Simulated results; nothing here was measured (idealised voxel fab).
process module | voxel self aligned contacts
cross-section cut | 265 nm wide | cells 5 nm
A cross-section is a grid of square cells, given in bands from the top down. A band is one or more rows of cells.
Each band's line starts with the height of the band's top and of its bottom, in nm. Then come its materials from left to right, each with its width in nm. One material with "throughout" fills the band from edge to edge. "air" is empty space.
Height 0 is the level under which the wafer as received is all one material. The lowest band goes on downwards, as in "0 down".
A width such as "30 to 40" changes by the same amount from each row of cells to the next, from the band's top row to its bottom row.
"no change" after a step means that no cell of the cross-section changed.
closed voids: empty space of 8 cells or more with no open way to the top, each as width x height at its distance from the left edge, in nm
after a step's settings: what the simulator itself notes on the step
overlay nm, on a step with a mask: how far to the right of its planned place the mask lay; to the left if negative
plan
1 op RECEIVE | material Si
2 op OXIDIZE | depth nm 5
3 op DIRECTIONAL_DEP | material polySi | thk nm 20
4 op DIRECTIONAL_DEP | material SiN | thk nm 15
5 op PATTERN | tone cover | mask id GATE | material resist | width nm 35 | pitch nm 70 | thk nm 20 | overlay nm 0
6 op DIRECTIONAL_ETCH | etch materials SiN | depth nm 15
7 op DIRECTIONAL_ETCH | etch materials polySi | depth nm 20
8 op STRIP | etch materials resist
9 op CONFORMAL_DEP | material SiN | thk nm 5
10 op DIRECTIONAL_ETCH | etch materials SiN | depth nm 5
11 op FILL_DEP | material SiO2 | thk nm 15
12 op CMP | height nm 40
13 op PATTERN | tone open | mask id CONTACT | material resist | width nm 45 | thk nm 15 | overlay nm -15
14 op DIRECTIONAL_ETCH | etch materials SiO2 | depth nm 45
15 op STRIP | etch materials resist
16 op CONFORMAL_DEP | material TiN | thk nm 5
17 op FILL_DEP | material Ru | thk nm 5
18 op CMP | height nm 40
19 op CONFORMAL_DEP | material SiN | thk nm 5
varied across the wafers: overlay nm of step 13. The plan shows the first wafer's value. All wafers start alike
first wafer as received, after step 1
  0 down: Si throughout
  closed voids: none
each wafer at the end: cells of each material gained (+) or lost (-) since it was received, then its closed voids
overlay nm -15 | +16 Ru | -53 Si | +123 SiN | +310 SiO2 | +25 TiN | +56 polySi | closed voids: none
overlay nm -10 | +24 Ru | -53 Si | +123 SiN | +302 SiO2 | +25 TiN | +56 polySi | closed voids: none
overlay nm -5 | +24 Ru | -53 Si | +123 SiN | +302 SiO2 | +25 TiN | +56 polySi | closed voids: none
overlay nm 0 | +24 Ru | -53 Si | +123 SiN | +302 SiO2 | +25 TiN | +56 polySi | closed voids: none
overlay nm 5 | +24 Ru | -53 Si | +123 SiN | +302 SiO2 | +25 TiN | +56 polySi | closed voids: none
overlay nm 10 | +24 Ru | -53 Si | +123 SiN | +302 SiO2 | +25 TiN | +56 polySi | closed voids: none
overlay nm 15 | +16 Ru | -53 Si | +123 SiN | +310 SiO2 | +25 TiN | +56 polySi | closed voids: none
